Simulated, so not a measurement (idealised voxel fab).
The document below concerns the process module designated voxel self aligned vias.
Square cell edge 5 nm, section width 280 nm, ID cut.
A cross-section is written here as square cells arranged in a grid, and it is given in bands from the top down, each band taking up one or more rows of cells.
Top, bottom (nm), then materials left to right with widths (nm); lone material tagged "everywhere" fills the whole band edge to edge; "air" = empty space.
Heights are measured from 0, the level below which the as-received wafer is all one material; the lowest band has no bottom and continues downward, written as in "from 0 down".
A two-number width, for instance "30->40", indicates that the width is equal to the first number in the top row of the band and to the second number in the bottom row, and that it changes by a constant amount per row of cells.
"nothing changed" (step): cross-section cells unchanged, all of them.
The entry titled "Fully closed voids" provides the empty spaces that have no open way to the top, restricted to those of 8 cells or more. Each is presented as width x height at distance, the distance being measured from the left edge, with all three in nm.
The remark found on a step's line after its settings is issued by the simulator itself and pertains to that step.
overlay nm: where the mask lay relative to plan, measured to the right, on steps with a mask; negatives go left.

**This section lists the process steps that were planned**
1) RECEIVE [material Si]
2) CONFORMAL_DEP [material SiO2] [thk nm 15]
3) CONFORMAL_DEP [material SiCN] [thk nm 5]
4) DIRECTIONAL_DEP [material SiO2] [thk nm 25]
5) DIRECTIONAL_DEP [material aC] [thk nm 10]
6) PATTERN [tone open] [mask id LINES] [material resist] [width nm 30] [pitch nm 60] [thk nm 25] [overlay nm 0]
7) DIRECTIONAL_ETCH [etch materials aC] [depth nm 10]
8) STRIP [etch materials resist]
9) DIRECTIONAL_ETCH [etch materials SiO2] [depth nm 25]
10) STRIP [etch materials aC]
11) CONFORMAL_DEP [material TiN] [thk nm 5]
12) FILL_DEP [material Ru] [thk nm 10]
13) CMP [height nm 45]
14) SELECTIVE_ETCH [etch materials W Ru TiN] [depth nm 5]
15) FILL_DEP [material SiN] [thk nm 10]
16) CMP [height nm 45]
17) DIRECTIONAL_DEP [material SiO2] [thk nm 20]
18) DIRECTIONAL_DEP [material aC] [thk nm 15]
19) PATTERN [tone open] [mask id VIAS] [material resist] [width nm 40] [pitch nm 120] [thk nm 35] [overlay nm 0]
20) DIRECTIONAL_ETCH [etch materials aC] [depth nm 15]
21) STRIP [etch materials resist]
22) DIRECTIONAL_ETCH [etch materials SiO2] [depth nm 20]
23) DIRECTIONAL_ETCH [etch materials SiN] [depth nm 5]
24) STRIP [etch materials aC]
25) CONFORMAL_DEP [material TiN] [thk nm 5]
26) FILL_DEP [material Ru] [thk nm 5]
27) CMP [height nm 65]
28) CONFORMAL_DEP [material SiCN] [thk nm 5]

**Shown in cross-section is the wafer as received, that is, as it stands after step 1**
> from 0 down: Si everywhere
> Fully closed voids: none

**Here's the cross-section of the first of our two wafers at the end of the module - it ran as planned**
> from 70 to 65: SiCN everywhere
> from 65 to 50: SiO2: 60; TiN: 5; Ru: 30; TiN: 5; SiO2: 80; TiN: 5; Ru: 30; TiN: 5; SiO2: 60
> from 50 to 45: SiO2: 60; TiN: 10; Ru: 20; TiN: 10; SiO2: 80; TiN: 10; Ru: 20; TiN: 10; SiO2: 60
> from 45 to 40: SiO2: 65; TiN: 30; SiO2: 30; SiN: 30; SiO2: 30; TiN: 30; SiO2: 65
> from 40 to 25: SiO2: 65; TiN: 5; Ru: 20; TiN: 5; SiO2: 30; TiN: 5; Ru: 20; TiN: 5; SiO2: 30; TiN: 5; Ru: 20; TiN: 5; SiO2: 65
> from 25 to 20: SiO2: 65; TiN: 30; SiO2: 30; TiN: 30; SiO2: 30; TiN: 30; SiO2: 65
> from 20 to 15: SiCN everywhere
> from 15 to 0: SiO2 everywhere
> from 0 down: Si everywhere
> Fully closed voids: none

**End-of-module cross-section of the second wafer: identical starting point and process plan to the first, with one processing mistake**
> from 70 to 65: SiCN everywhere
> from 65 to 50: SiO2: 60; TiN: 5; W: 30; TiN: 5; SiO2: 80; TiN: 5; W: 30; TiN: 5; SiO2: 60
> from 50 to 45: SiO2: 60; TiN: 10; W: 20; TiN: 10; SiO2: 80; TiN: 10; W: 20; TiN: 10; SiO2: 60
> from 45 to 40: SiO2: 65; TiN: 30; SiO2: 30; SiN: 30; SiO2: 30; TiN: 30; SiO2: 65
> from 40 to 25: SiO2: 65; TiN: 5; Ru: 20; TiN: 5; SiO2: 30; TiN: 5; Ru: 20; TiN: 5; SiO2: 30; TiN: 5; Ru: 20; TiN: 5; SiO2: 65
> from 25 to 20: SiO2: 65; TiN: 30; SiO2: 30; TiN: 30; SiO2: 30; TiN: 30; SiO2: 65
> from 20 to 15: SiCN everywhere
> from 15 to 0: SiO2 everywhere
> from 0 down: Si everywhere
> Fully closed voids: none
Deviation from plan: not per plan at step 26, really ran FILL_DEP [material W] [thk nm 5]
Final cells, second wafer relative to first, materials higher or lower: Ru: 44 fewer; W: 44 more
